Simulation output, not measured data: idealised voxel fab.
process module | voxel capacitor over wiring
cross-section cut | 300 nm wide | cells 5 nm
A cross-section is a grid of square cells, given in bands from the top down. A band is one or more rows of cells.
Each band's line starts with the height of the band's top and of its bottom, in nm. Then come its materials from left to right, each with its width in nm. One material with "throughout" fills the band from edge to edge. "air" is empty space.
Height 0 is the level under which the wafer as received is all one material. The lowest band goes on downwards, as in "0 down".
A width such as "30 to 40" changes by the same amount from each row of cells to the next, from the band's top row to its bottom row.
"no change" after a step means that no cell of the cross-section changed.
closed voids: empty space of 8 cells or more with no open way to the top, each as width x height at its distance from the left edge, in nm
after a step's settings: what the simulator itself notes on the step
overlay nm, on a step with a mask: how far to the right of its planned place the mask lay; to the left if negative
plan
1 op RECEIVE | material Si
2 op CONFORMAL_DEP | material SiO2 | thk nm 15
3 op DIRECTIONAL_DEP | material TiN | thk nm 5
4 op DIRECTIONAL_DEP | material W | thk nm 20
5 op MASKED_ETCH | tone cover | mask id METAL_1 | width nm 20 | pitch nm 85 | etch materials W | depth nm 20 | overlay nm 0
6 op MASKED_ETCH | tone cover | mask id METAL_1 | width nm 20 | pitch nm 85 | etch materials TiN | depth nm 5 | overlay nm 0
7 op CONFORMAL_DEP | material SiCN | thk nm 5
8 op FILL_DEP | material lowk | thk nm 5
9 op CMP | height nm 40
10 op CONFORMAL_DEP | material SiCN | thk nm 5
11 op DIRECTIONAL_DEP | material SiO2 | thk nm 20
12 op PATTERN | tone open | mask id PLUG_1 | material resist | width nm 15 | thk nm 20 | overlay nm 0
13 op DIRECTIONAL_ETCH | etch materials SiO2 | depth nm 20
14 op DIRECTIONAL_ETCH | etch materials SiCN | depth nm 5
15 op STRIP | etch materials resist
16 op CONFORMAL_DEP | material TiN | thk nm 5
17 op FILL_DEP | material Cu | thk nm 10
18 op CMP | height nm 65
19 op DIRECTIONAL_DEP | material TiN | thk nm 10
20 op DIRECTIONAL_DEP | material HfO2 | thk nm 5
21 op DIRECTIONAL_DEP | material TiN | thk nm 10
22 op DIRECTIONAL_DEP | material aC | thk nm 15
23 op PATTERN | tone cover | mask id UPPER_PLATE | material resist | width nm 70 | thk nm 30 | overlay nm 0
24 op DIRECTIONAL_ETCH | etch materials aC | depth nm 15
25 op STRIP | etch materials resist
26 op DIRECTIONAL_ETCH | etch materials TiN | depth nm 10
27 op DIRECTIONAL_ETCH | etch materials HfO2 | depth nm 5
28 op STRIP | etch materials aC
29 op MASKED_ETCH | tone cover | mask id LOWER_PLATE | width nm 80 | etch materials TiN | depth nm 10 | overlay nm 0
30 op FILL_DEP | material SiO2 | thk nm 15
31 op CMP | height nm 100
32 op PATTERN | tone open | mask id PLUG_2 | material resist | width nm 15 | thk nm 20 | overlay nm 0
33 op DIRECTIONAL_ETCH | etch materials SiO2 | depth nm 10
34 op STRIP | etch materials resist
35 op CONFORMAL_DEP | material TiN | thk nm 5
36 op FILL_DEP | material W | thk nm 5
37 op CMP | height nm 100
38 op CONFORMAL_DEP | material SiCN | thk nm 5
as received, after step 1
  0 down: Si throughout
  closed voids: none
a wafer at the end: this start, this plan, one mistake
  105 to 100: SiCN throughout
  100 to 95: SiO2 110 | TiN 5 | W 5 | TiN 5 | SiO2 175
  95 to 90: SiO2 110 | TiN 15 | SiO2 175
  90 to 85: SiO2 throughout
  85 to 75: SiO2 100 | TiN 70 | SiO2 130
  75 to 70: SiO2 100 | HfO2 70 | SiO2 130
  70 to 60: SiO2 95 | TiN 80 | SiO2 125
  60 to 45: SiO2 100 | TiN 5 | Cu 5 | TiN 5 | SiO2 185
  45 to 40: SiCN 100 | TiN 15 | SiCN 185
  40 to 20: lowk 90 | SiCN 5 | W 20 | SiCN 5 | lowk 55 | SiCN 5 | W 20 | SiCN 5 | lowk 95
  20 to 15: SiCN 95 | TiN 20 | SiCN 65 | TiN 20 | SiCN 100
  15 to 0: SiO2 throughout
  0 down: Si throughout
  closed voids: none
what went wrong: step 18 ran as: op CMP | height nm 60
